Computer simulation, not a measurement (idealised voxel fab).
The process module presented herein is designated voxel transistor to metal.
Section shown: cut. Width: 270 nm. Cell size: 5 nm, square.
A cross-section is a grid of square cells, given in bands from the top down. A band is one or more rows of cells.
The band entry comprises the height of the band's top followed by the height of its bottom, expressed in nm, and subsequently the band's materials from left to right, each stated together with its width in nm. Where a single material is marked with the word "all across", that material fills the band from edge to edge. The word "blank" represents empty space.
Convention: height 0 is the level below which the wafer, as received, is all one material. The lowest band does not terminate at the bottom but continues downward, represented as "from 0 down".
A two-number width, for instance "30 to 40", indicates that the width is equal to the first number in the top row of the band and to the second number in the bottom row, and that it changes by a constant amount per row of cells.
Step marked "nothing was modified"? Then no cell in the cross-section changed in it.
Listed in "Fully sealed voids": every empty space of 8 or more cells without an open way to the top. Form: width x height at distance, the distance being from the left edge, all in nm.
What comes after the settings on a step's line is commentary from the simulator itself on that step.
The setting "overlay nm" may be written on the line of a step. When the step uses a mask, the value reports how far to the right of the planned place the mask lay, and a negative value reports that it lay to the left.
THE STEPS PLANNED FOR THE PROCESS ARE AS FOLLOWS
1 RECEIVE [material Si]
2 OXIDIZE [depth nm 5]
3 CONFORMAL_DEP [material SiN] [thk nm 10]
4 MASKED_ETCH [tone cover] [mask id ACTIVE] [width nm 110] [pitch nm 130] [etch materials SiN] [depth nm 10] [overlay nm 0]
5 MASKED_ETCH [tone cover] [mask id ACTIVE] [width nm 110] [pitch nm 130] [etch materials SiO2] [depth nm 5] [overlay nm 0]
6 MASKED_ETCH [tone cover] [mask id ACTIVE] [width nm 110] [pitch nm 130] [etch materials Si] [depth nm 20] [overlay nm 0]
7 FILL_DEP [material SiO2] [thk nm 5]
8 CMP [height nm 10]
9 SELECTIVE_ETCH [etch materials SiO2] [depth nm 5]
10 STRIP [etch materials SiN]
11 SELECTIVE_ETCH [etch materials SiO2] [depth nm 5]
12 OXIDIZE [depth nm 5]
13 DIRECTIONAL_DEP [material polySi] [thk nm 25]
14 DIRECTIONAL_DEP [material SiCN] [thk nm 10]
15 PATTERN [tone cover] [mask id GATE] [material resist] [width nm 20] [pitch nm 130] [thk nm 20] [overlay nm 0]
16 DIRECTIONAL_ETCH [etch materials SiCN] [depth nm 20]
17 DIRECTIONAL_ETCH [etch materials polySi] [depth nm 35]
18 STRIP [etch materials resist]
19 CONFORMAL_DEP [material SiN] [thk nm 5]
20 DIRECTIONAL_ETCH [etch materials SiN] [depth nm 5]
21 DIRECTIONAL_ETCH [etch materials SiO2] [depth nm 5]
22 EPI [material SiGe] [thk nm 5]
23 FILL_DEP [material SiO2] [thk nm 10]
24 CMP [height nm 30]
25 DIRECTIONAL_DEP [material SiO2] [thk nm 10]
26 PATTERN [tone open] [mask id CONTACT] [material resist] [width nm 30] [thk nm 20] [overlay nm 0]
27 DIRECTIONAL_ETCH [etch materials SiO2] [depth nm 45]
28 STRIP [etch materials resist]
29 CONFORMAL_DEP [material TiN] [thk nm 5]
30 FILL_DEP [material Ru] [thk nm 10]
31 CMP [height nm 40]
32 DIRECTIONAL_DEP [material TiN] [thk nm 5]
33 DIRECTIONAL_DEP [material W] [thk nm 15]
34 PATTERN [tone cover] [mask id METAL_1] [material resist] [width nm 20] [thk nm 15] [overlay nm 0]
35 DIRECTIONAL_ETCH [etch materials W] [depth nm 15]
36 DIRECTIONAL_ETCH [etch materials TiN] [depth nm 5]
37 STRIP [etch materials resist]
38 CONFORMAL_DEP [material SiN] [thk nm 5]
39 FILL_DEP [material SiO2] [thk nm 5]
40 CMP [height nm 60]
41 CONFORMAL_DEP [material SiN] [thk nm 5]
WHAT FOLLOWS COVERS THE FIRST OF TWO WAFERS; IT RAN AS PLANNED
RECEIVED-STATE CROSS-SECTION, REFLECTING COMPLETION OF STEP 1
from 0 down: Si all across
Fully sealed voids: none
AFTER STEP 2
from 0 to -5: SiO2 all across
below -5: unchanged
AFTER STEP 3
from 10 to 0: SiN all across
below 0: unchanged
AFTER STEP 4
from 10 to 0: blank (15) / SiN (110) / blank (20) / SiN (110) / blank (15)
below 0: unchanged
AFTER STEP 5
from 10 to 0: blank (15) / SiN (110) / blank (20) / SiN (110) / blank (15)
from 0 to -5: blank (15) / SiO2 (110) / blank (20) / SiO2 (110) / blank (15)
below -5: unchanged
AFTER STEP 6
from 10 to 0: blank (15) / SiN (110) / blank (20) / SiN (110) / blank (15)
from 0 to -5: blank (15) / SiO2 (110) / blank (20) / SiO2 (110) / blank (15)
from -5 to -25: blank (15) / Si (110) / blank (20) / Si (110) / blank (15)
below -25: unchanged
AFTER STEP 7
from 15 to 10: SiO2 all across
from 10 to 0: SiO2 (15) / SiN (110) / SiO2 (20) / SiN (110) / SiO2 (15)
from 0 to -5: SiO2 all across
from -5 to -25: SiO2 (15) / Si (110) / SiO2 (20) / Si (110) / SiO2 (15)
below -25: unchanged
AFTER STEP 8
from 10 to 0: SiO2 (15) / SiN (110) / SiO2 (20) / SiN (110) / SiO2 (15)
below 0: unchanged
AFTER STEP 9
from 10 to 5: blank (15) / SiN (110) / blank (20) / SiN (110) / blank (15)
below 5: unchanged
AFTER STEP 10
from 5 to 0: SiO2 (15) / blank (110) / SiO2 (20) / blank (110) / SiO2 (15)
below 0: unchanged
AFTER STEP 11
from 0 to -5: SiO2 (10) / blank (120) / SiO2 (10) / blank (120) / SiO2 (10)
below -5: unchanged
AFTER STEP 12
from 0 to -5: SiO2 (10) / blank (120) / SiO2 (10) / blank (120) / SiO2 (10)
from -5 to -10: SiO2 all across
below -10: unchanged
AFTER STEP 13
from 25 to 20: polySi (10) / blank (120) / polySi (10) / blank (120) / polySi (10)
from 20 to 0: polySi all across
from 0 to -5: SiO2 (10) / polySi (120) / SiO2 (10) / polySi (120) / SiO2 (10)
below -5: unchanged
AFTER STEP 14
from 35 to 30: SiCN (10) / blank (120) / SiCN (10) / blank (120) / SiCN (10)
from 30 to 25: SiCN all across
from 25 to 20: polySi (10) / SiCN (120) / polySi (10) / SiCN (120) / polySi (10)
below 20: unchanged
AFTER STEP 15
from 55 to 35: blank (60) / resist (20) / blank (110) / resist (20) / blank (60)
from 35 to 30: SiCN (10) / blank (50) / resist (20) / blank (50) / SiCN (10) / blank (50) / resist (20) / blank (50) / SiCN (10)
below 30: unchanged
AFTER STEP 16
from 55 to 30: blank (60) / resist (20) / blank (110) / resist (20) / blank (60)
from 30 to 25: blank (60) / SiCN (20) / blank (110) / SiCN (20) / blank (60)
from 25 to 20: polySi (10) / blank (50) / SiCN (20) / blank (50) / polySi (10) / blank (50) / SiCN (20) / blank (50) / polySi (10)
below 20: unchanged
AFTER STEP 17
from 55 to 30: blank (60) / resist (20) / blank (110) / resist (20) / blank (60)
from 30 to 20: blank (60) / SiCN (20) / blank (110) / SiCN (20) / blank (60)
from 20 to 0: blank (60) / polySi (20) / blank (110) / polySi (20) / blank (60)
from 0 to -5: SiO2 (10) / blank (50) / polySi (20) / blank (50) / SiO2 (10) / blank (50) / polySi (20) / blank (50) / SiO2 (10)
below -5: unchanged
AFTER STEP 18
from 30 to 20: blank (60) / SiCN (20) / blank (110) / SiCN (20) / blank (60)
below 20: unchanged
AFTER STEP 19
from 35 to 30: blank (55) / SiN (30) / blank (100) / SiN (30) / blank (55)
from 30 to 20: blank (55) / SiN (5) / SiCN (20) / SiN (5) / blank (100) / SiN (5) / SiCN (20) / SiN (5) / blank (55)
from 20 to 5: blank (55) / SiN (5) / polySi (20) / SiN (5) / blank (100) / SiN (5) / polySi (20) / SiN (5) / blank (55)
from 5 to 0: SiN (15) / blank (40) / SiN (5) / polySi (20) / SiN (5) / blank (40) / SiN (20) / blank (40) / SiN (5) / polySi (20) / SiN (5) / blank (40) / SiN (15)
from 0 to -5: SiO2 (10) / SiN (50) / polySi (20) / SiN (50) / SiO2 (10) / SiN (50) / polySi (20) / SiN (50) / SiO2 (10)
below -5: unchanged
AFTER STEP 20
from 30 to 20: blank (55) / SiN (5) / SiCN (20) / SiN (5) / blank (100) / SiN (5) / SiCN (20) / SiN (5) / blank (55)
from 20 to 0: blank (55) / SiN (5) / polySi (20) / SiN (5) / blank (100) / SiN (5) / polySi (20) / SiN (5) / blank (55)
from 0 to -5: SiO2 (10) / SiN (5) / blank (40) / SiN (5) / polySi (20) / SiN (5) / blank (40) / SiN (5) / SiO2 (10) / SiN (5) / blank (40) / SiN (5) / polySi (20) / SiN (5) / blank (40) / SiN (5) / SiO2 (10)
below -5: unchanged
AFTER STEP 21
from 30 to 20: blank (55) / SiN (5) / SiCN (20) / SiN (5) / blank (100) / SiN (5) / SiCN (20) / SiN (5) / blank (55)
from 20 to 0: blank (55) / SiN (5) / polySi (20) / SiN (5) / blank (100) / SiN (5) / polySi (20) / SiN (5) / blank (55)
from 0 to -5: blank (10) / SiN (5) / blank (40) / SiN (5) / polySi (20) / SiN (5) / blank (40) / SiN (5) / blank (10) / SiN (5) / blank (40) / SiN (5) / polySi (20) / SiN (5) / blank (40) / SiN (5) / blank (10)
from -5 to -10: SiO2 (15) / blank (40) / SiO2 (30) / blank (40) / SiO2 (20) / blank (40) / SiO2 (30) / blank (40) / SiO2 (15)
below -10: unchanged
AFTER STEP 22
from 30 to 20: blank (55) / SiN (5) / SiCN (20) / SiN (5) / blank (100) / SiN (5) / SiCN (20) / SiN (5) / blank (55)
from 20 to 0: blank (55) / SiN (5) / polySi (20) / SiN (5) / blank (100) / SiN (5) / polySi (20) / SiN (5) / blank (55)
from 0 to -5: blank (10) / SiN (5) / blank (40) / SiN (5) / polySi (20) / SiN (5) / blank (40) / SiN (5) / blank (10) / SiN (5) / blank (40) / SiN (5) / polySi (20) / SiN (5) / blank (40) / SiN (5) / blank (10)
from -5 to -10: SiO2 (15) / SiGe (40) / SiO2 (30) / SiGe (40) / SiO2 (20) / SiGe (40) / SiO2 (30) / SiGe (40) / SiO2 (15)
below -10: unchanged
AFTER STEP 23
from 40 to 30: SiO2 all across
from 30 to 20: SiO2 (55) / SiN (5) / SiCN (20) / SiN (5) / SiO2 (100) / SiN (5) / SiCN (20) / SiN (5) / SiO2 (55)
from 20 to 0: SiO2 (55) / SiN (5) / polySi (20) / SiN (5) / SiO2 (100) / SiN (5) / polySi (20) / SiN (5) / SiO2 (55)
from 0 to -5: SiO2 (10) / SiN (5) / SiO2 (40) / SiN (5) / polySi (20) / SiN (5) / SiO2 (40) / SiN (5) / SiO2 (10) / SiN (5) / SiO2 (40) / SiN (5) / polySi (20) / SiN (5) / SiO2 (40) / SiN (5) / SiO2 (10)
below -5: unchanged
AFTER STEP 24
from 30 to 20: SiO2 (55) / SiN (5) / SiCN (20) / SiN (5) / SiO2 (100) / SiN (5) / SiCN (20) / SiN (5) / SiO2 (55)
below 20: unchanged
AFTER STEP 25
from 40 to 30: SiO2 all across
below 30: unchanged
AFTER STEP 26
from 60 to 40: resist (25) / blank (30) / resist (30) / blank (30) / resist (40) / blank (30) / resist (30) / blank (30) / resist (25)
below 40: unchanged
AFTER STEP 27
from 60 to 40: resist (25) / blank (30) / resist (30) / blank (30) / resist (40) / blank (30) / resist (30) / blank (30) / resist (25)
from 40 to 30: SiO2 (25) / blank (30) / SiO2 (30) / blank (30) / SiO2 (40) / blank (30) / SiO2 (30) / blank (30) / SiO2 (25)
from 30 to 20: SiO2 (25) / blank (30) / SiN (5) / SiCN (20) / SiN (5) / blank (30) / SiO2 (40) / blank (30) / SiN (5) / SiCN (20) / SiN (5) / blank (30) / SiO2 (25)
from 20 to 0: SiO2 (25) / blank (30) / SiN (5) / polySi (20) / SiN (5) / blank (30) / SiO2 (40) / blank (30) / SiN (5) / polySi (20) / SiN (5) / blank (30) / SiO2 (25)
from 0 to -5: SiO2 (10) / SiN (5) / SiO2 (10) / blank (30) / SiN (5) / polySi (20) / SiN (5) / blank (30) / SiO2 (10) / SiN (5) / SiO2 (10) / SiN (5) / SiO2 (10) / blank (30) / SiN (5) / polySi (20) / SiN (5) / blank (30) / SiO2 (10) / SiN (5) / SiO2 (10)
below -5: unchanged
AFTER STEP 28
from 40 to 30: SiO2 (25) / blank (30) / SiO2 (30) / blank (30) / SiO2 (40) / blank (30) / SiO2 (30) / blank (30) / SiO2 (25)
below 30: unchanged
AFTER STEP 29
from 45 to 40: TiN (30) / blank (20) / TiN (40) / blank (20) / TiN (50) / blank (20) / TiN (40) / blank (20) / TiN (30)
from 40 to 30: SiO2 (25) / TiN (5) / blank (20) / TiN (5) / SiO2 (30) / TiN (5) / blank (20) / TiN (5) / SiO2 (40) / TiN (5) / blank (20) / TiN (5) / SiO2 (30) / TiN (5) / blank (20) / TiN (5) / SiO2 (25)
from 30 to 20: SiO2 (25) / TiN (5) / blank (20) / TiN (5) / SiN (5) / SiCN (20) / SiN (5) / TiN (5) / blank (20) / TiN (5) / SiO2 (40) / TiN (5) / blank (20) / TiN (5) / SiN (5) / SiCN (20) / SiN (5) / TiN (5) / blank (20) / TiN (5) / SiO2 (25)
from 20 to 0: SiO2 (25) / TiN (5) / blank (20) / TiN (5) / SiN (5) / polySi (20) / SiN (5) / TiN (5) / blank (20) / TiN (5) / SiO2 (40) / TiN (5) / blank (20) / TiN (5) / SiN (5) / polySi (20) / SiN (5) / TiN (5) / blank (20) / TiN (5) / SiO2 (25)
from 0 to -5: SiO2 (10) / SiN (5) / SiO2 (10) / TiN (30) / SiN (5) / polySi (20) / SiN (5) / TiN (30) / SiO2 (10) / SiN (5) / SiO2 (10) / SiN (5) / SiO2 (10) / TiN (30) / SiN (5) / polySi (20) / SiN (5) / TiN (30) / SiO2 (10) / SiN (5) / SiO2 (10)
below -5: unchanged
AFTER STEP 30
from 55 to 45: Ru all across
from 45 to 40: TiN (30) / Ru (20) / TiN (40) / Ru (20) / TiN (50) / Ru (20) / TiN (40) / Ru (20) / TiN (30)
from 40 to 30: SiO2 (25) / TiN (5) / Ru (20) / TiN (5) / SiO2 (30) / TiN (5) / Ru (20) / TiN (5) / SiO2 (40) / TiN (5) / Ru (20) / TiN (5) / SiO2 (30) / TiN (5) / Ru (20) / TiN (5) / SiO2 (25)
from 30 to 20: SiO2 (25) / TiN (5) / Ru (20) / TiN (5) / SiN (5) / SiCN (20) / SiN (5) / TiN (5) / Ru (20) / TiN (5) / SiO2 (40) / TiN (5) / Ru (20) / TiN (5) / SiN (5) / SiCN (20) / SiN (5) / TiN (5) / Ru (20) / TiN (5) / SiO2 (25)
from 20 to 0: SiO2 (25) / TiN (5) / Ru (20) / TiN (5) / SiN (5) / polySi (20) / SiN (5) / TiN (5) / Ru (20) / TiN (5) / SiO2 (40) / TiN (5) / Ru (20) / TiN (5) / SiN (5) / polySi (20) / SiN (5) / TiN (5) / Ru (20) / TiN (5) / SiO2 (25)
below 0: unchanged
AFTER STEP 31
from 40 to 30: SiO2 (25) / TiN (5) / Ru (20) / TiN (5) / SiO2 (30) / TiN (5) / Ru (20) / TiN (5) / SiO2 (40) / TiN (5) / Ru (20) / TiN (5) / SiO2 (30) / TiN (5) / Ru (20) / TiN (5) / SiO2 (25)
below 30: unchanged
AFTER STEP 32
from 45 to 40: TiN all across
below 40: unchanged
AFTER STEP 33
from 60 to 45: W all across
below 45: unchanged
AFTER STEP 34
from 75 to 60: blank (25) / resist (20) / blank (50) / resist (20) / blank (40) / resist (20) / blank (50) / resist (20) / blank (25)
below 60: unchanged
AFTER STEP 35
from 75 to 60: blank (25) / resist (20) / blank (50) / resist (20) / blank (40) / resist (20) / blank (50) / resist (20) / blank (25)
from 60 to 45: blank (25) / W (20) / blank (50) / W (20) / blank (40) / W (20) / blank (50) / W (20) / blank (25)
below 45: unchanged
AFTER STEP 36
from 75 to 60: blank (25) / resist (20) / blank (50) / resist (20) / blank (40) / resist (20) / blank (50) / resist (20) / blank (25)
from 60 to 45: blank (25) / W (20) / blank (50) / W (20) / blank (40) / W (20) / blank (50) / W (20) / blank (25)
from 45 to 40: blank (25) / TiN (20) / blank (50) / TiN (20) / blank (40) / TiN (20) / blank (50) / TiN (20) / blank (25)
below 40: unchanged
AFTER STEP 37
from 60 to 45: blank (25) / W (20) / blank (50) / W (20) / blank (40) / W (20) / blank (50) / W (20) / blank (25)
below 45: unchanged
AFTER STEP 38
from 65 to 60: blank (20) / SiN (30) / blank (40) / SiN (30) / blank (30) / SiN (30) / blank (40) / SiN (30) / blank (20)
from 60 to 45: blank (20) / SiN (5) / W (20) / SiN (5) / blank (40) / SiN (5) / W (20) / SiN (5) / blank (30) / SiN (5) / W (20) / SiN (5) / blank (40) / SiN (5) / W (20) / SiN (5) / blank (20)
from 45 to 40: SiN (25) / TiN (20) / SiN (50) / TiN (20) / SiN (40) / TiN (20) / SiN (50) / TiN (20) / SiN (25)
below 40: unchanged
AFTER STEP 39
from 70 to 65: SiO2 all across
from 65 to 60: SiO2 (20) / SiN (30) / SiO2 (40) / SiN (30) / SiO2 (30) / SiN (30) / SiO2 (40) / SiN (30) / SiO2 (20)
from 60 to 45: SiO2 (20) / SiN (5) / W (20) / SiN (5) / SiO2 (40) / SiN (5) / W (20) / SiN (5) / SiO2 (30) / SiN (5) / W (20) / SiN (5) / SiO2 (40) / SiN (5) / W (20) / SiN (5) / SiO2 (20)
below 45: unchanged
AFTER STEP 40
from 60 to 45: SiO2 (20) / SiN (5) / W (20) / SiN (5) / SiO2 (40) / SiN (5) / W (20) / SiN (5) / SiO2 (30) / SiN (5) / W (20) / SiN (5) / SiO2 (40) / SiN (5) / W (20) / SiN (5) / SiO2 (20)
below 45: unchanged
AFTER STEP 41
from 65 to 60: SiN all across
below 60: unchanged
IT IS TO BE NOTED THAT THE SECOND WAFER PROCEEDED FROM THE SAME INITIAL STATE AND ACCORDING TO THE SAME PLAN AS THE FIRST, ALTHOUGH ONE MISTAKE WAS COMMITTED IN ITS EXECUTION; THROUGH STEP 25, INCLUSIVE, THE TWO WAFERS SHARE AN IDENTICAL HISTORY
CROSS-SECTIONAL VIEW OF THE SECOND WAFER AT THE INTENDED END TIME OF PROCESS STEP 26
from 60 to 40: resist (20) / blank (30) / resist (30) / blank (30) / resist (40) / blank (30) / resist (30) / blank (30) / resist (30)
below 40: unchanged
CROSS-SECTIONAL VIEW OF THE SECOND WAFER AT THE INTENDED END TIME OF PROCESS STEP 27
from 60 to 40: resist (20) / blank (30) / resist (30) / blank (30) / resist (40) / blank (30) / resist (30) / blank (30) / resist (30)
from 40 to 30: SiO2 (20) / blank (30) / SiO2 (30) / blank (30) / SiO2 (40) / blank (30) / SiO2 (30) / blank (30) / SiO2 (30)
from 30 to 20: SiO2 (20) / blank (30) / SiO2 (5) / SiN (5) / SiCN (20) / SiN (5) / blank (25) / SiO2 (40) / blank (30) / SiO2 (5) / SiN (5) / SiCN (20) / SiN (5) / blank (25) / SiO2 (30)
from 20 to 0: SiO2 (20) / blank (30) / SiO2 (5) / SiN (5) / polySi (20) / SiN (5) / blank (25) / SiO2 (40) / blank (30) / SiO2 (5) / SiN (5) / polySi (20) / SiN (5) / blank (25) / SiO2 (30)
from 0 to -5: SiO2 (10) / SiN (5) / SiO2 (5) / blank (30) / SiO2 (5) / SiN (5) / polySi (20) / SiN (5) / blank (25) / SiO2 (15) / SiN (5) / SiO2 (10) / SiN (5) / SiO2 (5) / blank (30) / SiO2 (5) / SiN (5) / polySi (20) / SiN (5) / blank (25) / SiO2 (15) / SiN (5) / SiO2 (10)
below -5: unchanged
CROSS-SECTIONAL VIEW OF THE SECOND WAFER AT THE INTENDED END TIME OF PROCESS STEP 28
from 40 to 30: SiO2 (20) / blank (30) / SiO2 (30) / blank (30) / SiO2 (40) / blank (30) / SiO2 (30) / blank (30) / SiO2 (30)
below 30: unchanged
CROSS-SECTIONAL VIEW OF THE SECOND WAFER AT THE INTENDED END TIME OF PROCESS STEP 29
from 45 to 40: TiN (25) / blank (20) / TiN (40) / blank (20) / TiN (50) / blank (20) / TiN (40) / blank (20) / TiN (35)
from 40 to 30: SiO2 (20) / TiN (5) / blank (20) / TiN (5) / SiO2 (30) / TiN (5 to 10) / blank (20 to 15) / TiN (5) / SiO2 (40) / TiN (5) / blank (20) / TiN (5) / SiO2 (30) / TiN (5 to 10) / blank (20 to 15) / TiN (5) / SiO2 (30)
from 30 to 20: SiO2 (20) / TiN (5) / blank (20) / TiN (5) / SiO2 (5) / SiN (5) / SiCN (20) / SiN (5) / TiN (5) / blank (15) / TiN (5) / SiO2 (40) / TiN (5) / blank (20) / TiN (5) / SiO2 (5) / SiN (5) / SiCN (20) / SiN (5) / TiN (5) / blank (15) / TiN (5) / SiO2 (30)
from 20 to 0: SiO2 (20) / TiN (5) / blank (20) / TiN (5) / SiO2 (5) / SiN (5) / polySi (20) / SiN (5) / TiN (5) / blank (15) / TiN (5) / SiO2 (40) / TiN (5) / blank (20) / TiN (5) / SiO2 (5) / SiN (5) / polySi (20) / SiN (5) / TiN (5) / blank (15) / TiN (5) / SiO2 (30)
from 0 to -5: SiO2 (10) / SiN (5) / SiO2 (5) / TiN (30) / SiO2 (5) / SiN (5) / polySi (20) / SiN (5) / TiN (25) / SiO2 (15) / SiN (5) / SiO2 (10) / SiN (5) / SiO2 (5) / TiN (30) / SiO2 (5) / SiN (5) / polySi (20) / SiN (5) / TiN (25) / SiO2 (15) / SiN (5) / SiO2 (10)
below -5: unchanged
CROSS-SECTIONAL VIEW OF THE SECOND WAFER AT THE INTENDED END TIME OF PROCESS STEP 30
from 55 to 45: Ru all across
from 45 to 40: TiN (25) / Ru (20) / TiN (40) / Ru (20) / TiN (50) / Ru (20) / TiN (40) / Ru (20) / TiN (35)
from 40 to 30: SiO2 (20) / TiN (5) / Ru (20) / TiN (5) / SiO2 (30) / TiN (5 to 10) / Ru (20 to 15) / TiN (5) / SiO2 (40) / TiN (5) / Ru (20) / TiN (5) / SiO2 (30) / TiN (5 to 10) / Ru (20 to 15) / TiN (5) / SiO2 (30)
from 30 to 20: SiO2 (20) / TiN (5) / Ru (20) / TiN (5) / SiO2 (5) / SiN (5) / SiCN (20) / SiN (5) / TiN (5) / Ru (15) / TiN (5) / SiO2 (40) / TiN (5) / Ru (20) / TiN (5) / SiO2 (5) / SiN (5) / SiCN (20) / SiN (5) / TiN (5) / Ru (15) / TiN (5) / SiO2 (30)
from 20 to 0: SiO2 (20) / TiN (5) / Ru (20) / TiN (5) / SiO2 (5) / SiN (5) / polySi (20) / SiN (5) / TiN (5) / Ru (15) / TiN (5) / SiO2 (40) / TiN (5) / Ru (20) / TiN (5) / SiO2 (5) / SiN (5) / polySi (20) / SiN (5) / TiN (5) / Ru (15) / TiN (5) / SiO2 (30)
below 0: unchanged
CROSS-SECTIONAL VIEW OF THE SECOND WAFER AT THE INTENDED END TIME OF PROCESS STEP 31
from 40 to 30: SiO2 (20) / TiN (5) / Ru (20) / TiN (5) / SiO2 (30) / TiN (5 to 10) / Ru (20 to 15) / TiN (5) / SiO2 (40) / TiN (5) / Ru (20) / TiN (5) / SiO2 (30) / TiN (5 to 10) / Ru (20 to 15) / TiN (5) / SiO2 (30)
below 30: unchanged
CROSS-SECTIONAL VIEW OF THE SECOND WAFER AT THE INTENDED END TIME OF PROCESS STEP 32
from 45 to 40: TiN all across
below 40: unchanged
CROSS-SECTIONAL VIEW OF THE SECOND WAFER AT THE INTENDED END TIME OF PROCESS STEP 33
from 60 to 45: W all across
below 45: unchanged
CROSS-SECTIONAL VIEW OF THE SECOND WAFER AT THE INTENDED END TIME OF PROCESS STEP 34
from 75 to 60: blank (25) / resist (20) / blank (50) / resist (20) / blank (40) / resist (20) / blank (50) / resist (20) / blank (25)
below 60: unchanged
CROSS-SECTIONAL VIEW OF THE SECOND WAFER AT THE INTENDED END TIME OF PROCESS STEP 35
from 75 to 60: blank (25) / resist (20) / blank (50) / resist (20) / blank (40) / resist (20) / blank (50) / resist (20) / blank (25)
from 60 to 45: blank (25) / W (20) / blank (50) / W (20) / blank (40) / W (20) / blank (50) / W (20) / blank (25)
below 45: unchanged
CROSS-SECTIONAL VIEW OF THE SECOND WAFER AT THE INTENDED END TIME OF PROCESS STEP 36
from 75 to 60: blank (25) / resist (20) / blank (50) / resist (20) / blank (40) / resist (20) / blank (50) / resist (20) / blank (25)
from 60 to 45: blank (25) / W (20) / blank (50) / W (20) / blank (40) / W (20) / blank (50) / W (20) / blank (25)
from 45 to 40: blank (25) / TiN (20) / blank (50) / TiN (20) / blank (40) / TiN (20) / blank (50) / TiN (20) / blank (25)
below 40: unchanged
CROSS-SECTIONAL VIEW OF THE SECOND WAFER AT THE INTENDED END TIME OF PROCESS STEP 37
from 60 to 45: blank (25) / W (20) / blank (50) / W (20) / blank (40) / W (20) / blank (50) / W (20) / blank (25)
below 45: unchanged
CROSS-SECTIONAL VIEW OF THE SECOND WAFER AT THE INTENDED END TIME OF PROCESS STEP 38
from 65 to 60: blank (20) / SiN (30) / blank (40) / SiN (30) / blank (30) / SiN (30) / blank (40) / SiN (30) / blank (20)
from 60 to 45: blank (20) / SiN (5) / W (20) / SiN (5) / blank (40) / SiN (5) / W (20) / SiN (5) / blank (30) / SiN (5) / W (20) / SiN (5) / blank (40) / SiN (5) / W (20) / SiN (5) / blank (20)
from 45 to 40: SiN (25) / TiN (20) / SiN (50) / TiN (20) / SiN (40) / TiN (20) / SiN (50) / TiN (20) / SiN (25)
below 40: unchanged
CROSS-SECTIONAL VIEW OF THE SECOND WAFER AT THE INTENDED END TIME OF PROCESS STEP 39
from 70 to 65: SiO2 all across
from 65 to 60: SiO2 (20) / SiN (30) / SiO2 (40) / SiN (30) / SiO2 (30) / SiN (30) / SiO2 (40) / SiN (30) / SiO2 (20)
from 60 to 45: SiO2 (20) / SiN (5) / W (20) / SiN (5) / SiO2 (40) / SiN (5) / W (20) / SiN (5) / SiO2 (30) / SiN (5) / W (20) / SiN (5) / SiO2 (40) / SiN (5) / W (20) / SiN (5) / SiO2 (20)
below 45: unchanged
CROSS-SECTIONAL VIEW OF THE SECOND WAFER AT THE INTENDED END TIME OF PROCESS STEP 40
from 60 to 45: SiO2 (20) / SiN (5) / W (20) / SiN (5) / SiO2 (40) / SiN (5) / W (20) / SiN (5) / SiO2 (30) / SiN (5) / W (20) / SiN (5) / SiO2 (40) / SiN (5) / W (20) / SiN (5) / SiO2 (20)
below 45: unchanged
CROSS-SECTIONAL VIEW OF THE SECOND WAFER AT THE INTENDED END TIME OF PROCESS STEP 41
from 65 to 60: SiN all across
below 60: unchanged
Diagnosis: contrary to plan, step 26 was performed as PATTERN [tone open] [mask id CONTACT] [material resist] [width nm 30] [thk nm 20] [overlay nm -5]
Heads up, by the end the second wafer has more or fewer cells of some materials compared to the first: Ru: 14 fewer; SiO2: 14 more
